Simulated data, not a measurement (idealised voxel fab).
process module | voxel self aligned vias
cross-section cut | 175 nm wide | cells 5 nm
A cross-section is a grid of square cells, given in bands from the top down. A band is one or more rows of cells.
Each band's line starts with the height of the band's top and of its bottom, in nm. Then come its materials from left to right, each with its width in nm. One material with "throughout" fills the band from edge to edge. "air" is empty space.
Height 0 is the level under which the wafer as received is all one material. The lowest band goes on downwards, as in "0 down".
A width such as "30 to 40" changes by the same amount from each row of cells to the next, from the band's top row to its bottom row.
"no change" after a step means that no cell of the cross-section changed.
closed voids: empty space of 8 cells or more with no open way to the top, each as width x height at its distance from the left edge, in nm
after a step's settings: what the simulator itself notes on the step
overlay nm, on a step with a mask: how far to the right of its planned place the mask lay; to the left if negative
plan
1 op RECEIVE | material Si
2 op CONFORMAL_DEP | material SiO2 | thk nm 15
3 op CONFORMAL_DEP | material SiCN | thk nm 5
4 op DIRECTIONAL_DEP | material lowk | thk nm 30
5 op DIRECTIONAL_DEP | material aC | thk nm 15
6 op PATTERN | tone open | mask id LINES | material resist | width nm 25 | pitch nm 65 | thk nm 35 | overlay nm 0
7 op DIRECTIONAL_ETCH | etch materials aC | depth nm 15
8 op STRIP | etch materials resist
9 op DIRECTIONAL_ETCH | etch materials lowk | depth nm 30
10 op STRIP | etch materials aC
11 op CONFORMAL_DEP | material TiN | thk nm 5
12 op FILL_DEP | material W | thk nm 5
13 op CMP | height nm 50
14 op SELECTIVE_ETCH | etch materials W Ru TiN | depth nm 10
15 op FILL_DEP | material SiN | thk nm 10
16 op CMP | height nm 50
17 op DIRECTIONAL_DEP | material lowk | thk nm 20
18 op DIRECTIONAL_DEP | material aC | thk nm 10
19 op PATTERN | tone open | mask id VIAS | material resist | width nm 35 | thk nm 30 | overlay nm 0
20 op DIRECTIONAL_ETCH | etch materials aC | depth nm 10
21 op STRIP | etch materials resist
22 op DIRECTIONAL_ETCH | etch materials lowk | depth nm 20
23 op DIRECTIONAL_ETCH | etch materials SiN | depth nm 10
24 op STRIP | etch materials aC
25 op CONFORMAL_DEP | material TiN | thk nm 5
26 op FILL_DEP | material W | thk nm 10
27 op CMP | height nm 70
28 op CONFORMAL_DEP | material SiN | thk nm 5
as received, after step 1
  0 down: Si throughout
  closed voids: none
a wafer at the end: this start, this plan, one mistake
  75 to 70: SiN throughout
  70 to 50: lowk 35 | TiN 5 | W 25 | TiN 5 | lowk 105
  50 to 45: SiN 35 | TiN 10 | W 15 | TiN 10 | SiN 105
  45 to 40: lowk 40 | TiN 25 | lowk 40 | SiN 25 | lowk 45
  40 to 20: lowk 40 | TiN 5 | W 15 | TiN 5 | lowk 40 | TiN 5 | W 15 | TiN 5 | lowk 45
  20 to 15: lowk 40 | TiN 25 | lowk 40 | TiN 25 | lowk 45
  15 to 0: SiO2 throughout
  0 down: Si throughout
  closed voids: none
what went wrong: step 3 was left out
